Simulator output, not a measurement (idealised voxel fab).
process module | voxel released beams
cross-section cut | 205 nm wide | cells 5 nm
A cross-section is a grid of square cells, given in bands from the top down. A band is one or more rows of cells.
Each band's line starts with the height of the band's top and of its bottom, in nm. Then come its materials from left to right, each with its width in nm. One material with "throughout" fills the band from edge to edge. "air" is empty space.
Height 0 is the level under which the wafer as received is all one material. The lowest band goes on downwards, as in "0 down".
A width such as "30 to 40" changes by the same amount from each row of cells to the next, from the band's top row to its bottom row.
"no change" after a step means that no cell of the cross-section changed.
closed voids: empty space of 8 cells or more with no open way to the top, each as width x height at its distance from the left edge, in nm
after a step's settings: what the simulator itself notes on the step
overlay nm, on a step with a mask: how far to the right of its planned place the mask lay; to the left if negative
plan
1 op RECEIVE | material Si
2 op CONFORMAL_DEP | material SiN | thk nm 10
3 op DIRECTIONAL_DEP | material SiO2 | thk nm 20
4 op MASKED_ETCH | tone open | mask id ANCHOR | width nm 30 | etch materials SiO2 | depth nm 20 | overlay nm 0
5 op CONFORMAL_DEP | material W | thk nm 10
6 op MASKED_ETCH | tone cover | mask id BEAM | width nm 85 | etch materials W | depth nm 10 | overlay nm 0
7 op STRIP | etch materials SiO2
as received, after step 1
  0 down: Si throughout
  closed voids: none
a wafer at the end: this start, this plan, one mistake
  30 to 10: air 60 | W 10 | air 10 | W 10 | air 115
  10 to 0: SiN throughout
  0 down: Si throughout
  closed voids: none
what went wrong: step 6 ran as: op MASKED_ETCH | tone open | mask id BEAM | width nm 85 | etch materials W | depth nm 10 | overlay nm 0
